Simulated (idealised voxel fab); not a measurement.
process module | voxel self aligned vias
cross-section cut | 295 nm wide | cells 5 nm
A cross-section is a grid of square cells, given in bands from the top down. A band is one or more rows of cells.
Each band's line starts with the height of the band's top and of its bottom, in nm. Then come its materials from left to right, each with its width in nm. One material with "throughout" fills the band from edge to edge. "air" is empty space.
Height 0 is the level under which the wafer as received is all one material. The lowest band goes on downwards, as in "0 down".
A width such as "30 to 40" changes by the same amount from each row of cells to the next, from the band's top row to its bottom row.
"no change" after a step means that no cell of the cross-section changed.
closed voids: empty space of 8 cells or more with no open way to the top, each as width x height at its distance from the left edge, in nm
after a step's settings: what the simulator itself notes on the step
overlay nm, on a step with a mask: how far to the right of its planned place the mask lay; to the left if negative
plan
1 op RECEIVE | material Si
2 op CONFORMAL_DEP | material SiO2 | thk nm 10
3 op CONFORMAL_DEP | material SiCN | thk nm 5
4 op DIRECTIONAL_DEP | material lowk | thk nm 30
5 op DIRECTIONAL_DEP | material aC | thk nm 15
6 op PATTERN | tone open | mask id LINES | material resist | width nm 30 | pitch nm 70 | thk nm 35 | overlay nm 0
7 op DIRECTIONAL_ETCH | etch materials aC | depth nm 15
8 op STRIP | etch materials resist
9 op DIRECTIONAL_ETCH | etch materials lowk | depth nm 30
10 op STRIP | etch materials aC
11 op CONFORMAL_DEP | material TiN | thk nm 5
12 op FILL_DEP | material W | thk nm 10
13 op CMP | height nm 45
14 op SELECTIVE_ETCH | etch materials W Ru TiN | depth nm 10
15 op FILL_DEP | material SiN | thk nm 10
16 op CMP | height nm 45
17 op DIRECTIONAL_DEP | material lowk | thk nm 20
18 op PATTERN | tone open | mask id VIAS | material resist | width nm 40 | thk nm 15 | overlay nm 0
19 op DIRECTIONAL_ETCH | etch materials lowk | depth nm 20
20 op DIRECTIONAL_ETCH | etch materials SiN | depth nm 10
21 op STRIP | etch materials resist
22 op CONFORMAL_DEP | material TiN | thk nm 5
23 op FILL_DEP | material W | thk nm 5
24 op CMP | height nm 65
25 op CONFORMAL_DEP | material SiCN | thk nm 5
as received, after step 1
  0 down: Si throughout
  closed voids: none
a wafer at the end: this start, this plan, one mistake
  70 to 65: SiCN throughout
  65 to 50: lowk 90 | TiN 5 | W 30 | TiN 5 | lowk 165
  50 to 45: lowk 90 | TiN 40 | lowk 165
  45 to 40: SiCN throughout
  40 to 10: lowk throughout
  10 to 0: SiO2 throughout
  0 down: Si throughout
  closed voids: none
what went wrong: steps 3 and 4 were swapped
